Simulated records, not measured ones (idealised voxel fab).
process module | voxel capacitor over wiring
cross-section cut | 255 nm wide | cells 5 nm
A cross-section is a grid of square cells, given in bands from the top down. A band is one or more rows of cells.
Each band's line starts with the height of the band's top and of its bottom, in nm. Then come its materials from left to right, each with its width in nm. One material with "throughout" fills the band from edge to edge. "air" is empty space.
Height 0 is the level under which the wafer as received is all one material. The lowest band goes on downwards, as in "0 down".
A width such as "30 to 40" changes by the same amount from each row of cells to the next, from the band's top row to its bottom row.
"no change" after a step means that no cell of the cross-section changed.
closed voids: empty space of 8 cells or more with no open way to the top, each as width x height at its distance from the left edge, in nm
after a step's settings: what the simulator itself notes on the step
overlay nm, on a step with a mask: how far to the right of its planned place the mask lay; to the left if negative
plan
1 op RECEIVE | material Si
2 op CONFORMAL_DEP | material SiO2 | thk nm 15
3 op DIRECTIONAL_DEP | material TiN | thk nm 5
4 op DIRECTIONAL_DEP | material Ru | thk nm 25
5 op MASKED_ETCH | tone cover | mask id METAL_1 | width nm 20 | pitch nm 85 | etch materials Ru | depth nm 25 | overlay nm 0
6 op MASKED_ETCH | tone cover | mask id METAL_1 | width nm 20 | pitch nm 85 | etch materials TiN | depth nm 5 | overlay nm 0
7 op FILL_DEP | material SiO2 | thk nm 10
8 op CMP | height nm 45
9 op CONFORMAL_DEP | material SiCN | thk nm 5
10 op DIRECTIONAL_DEP | material SiO2 | thk nm 20
11 op DIRECTIONAL_DEP | material aC | thk nm 10
12 op PATTERN | tone open | mask id PLUG_1 | material resist | width nm 15 | thk nm 30 | overlay nm 0
13 op DIRECTIONAL_ETCH | etch materials aC | depth nm 10
14 op STRIP | etch materials resist
15 op DIRECTIONAL_ETCH | etch materials SiO2 | depth nm 20
16 op DIRECTIONAL_ETCH | etch materials SiCN | depth nm 5
17 op STRIP | etch materials aC
18 op EPI | material Ru | thk nm 10
19 op EPI | material Ru | thk nm 10
20 op EPI | material Ru | thk nm 5
21 op DIRECTIONAL_DEP | material TiN | thk nm 5
22 op DIRECTIONAL_DEP | material HfO2 | thk nm 5
23 op DIRECTIONAL_DEP | material TiN | thk nm 5
24 op MASKED_ETCH | tone cover | mask id UPPER_PLATE | width nm 70 | etch materials TiN | depth nm 5 | overlay nm 0
25 op MASKED_ETCH | tone cover | mask id UPPER_PLATE | width nm 70 | etch materials HfO2 | depth nm 5 | overlay nm 0
26 op MASKED_ETCH | tone cover | mask id LOWER_PLATE | width nm 80 | etch materials TiN | depth nm 5 | overlay nm 0
27 op FILL_DEP | material SiO2 | thk nm 15
28 op CMP | height nm 95
29 op PATTERN | tone open | mask id PLUG_2 | material resist | width nm 15 | thk nm 15 | overlay nm 0
30 op DIRECTIONAL_ETCH | etch materials SiO2 | depth nm 10
31 op STRIP | etch materials resist
32 op CONFORMAL_DEP | material TiN | thk nm 5
33 op FILL_DEP | material Ru | thk nm 10
34 op CMP | height nm 95
35 op CONFORMAL_DEP | material SiCN | thk nm 5
as received, after step 1
  0 down: Si throughout
  closed voids: none
a wafer at the end: this start, this plan, one mistake
  100 to 95: SiCN throughout
  95 to 90: SiO2 90 | TiN 5 | Ru 5 | TiN 5 | SiO2 150
  90 to 85: SiO2 90 | TiN 15 | SiO2 150
  85 to 80: SiO2 throughout
  80 to 75: SiO2 80 | HfO2 70 | SiO2 105
  75 to 70: TiN 75 | SiO2 5 | TiN 70 | SiO2 5 | TiN 100
  70 to 50: SiO2 80 | Ru 15 | SiO2 160
  50 to 45: SiCN 80 | Ru 15 | SiCN 160
  45 to 20: SiO2 75 | Ru 20 | SiO2 65 | Ru 20 | SiO2 75
  20 to 15: SiO2 75 | TiN 20 | SiO2 65 | TiN 20 | SiO2 75
  15 to 0: SiO2 throughout
  0 down: Si throughout
  closed voids: none
what went wrong: step 26 ran as: op MASKED_ETCH | tone open | mask id LOWER_PLATE | width nm 80 | etch materials TiN | depth nm 5 | overlay nm 0
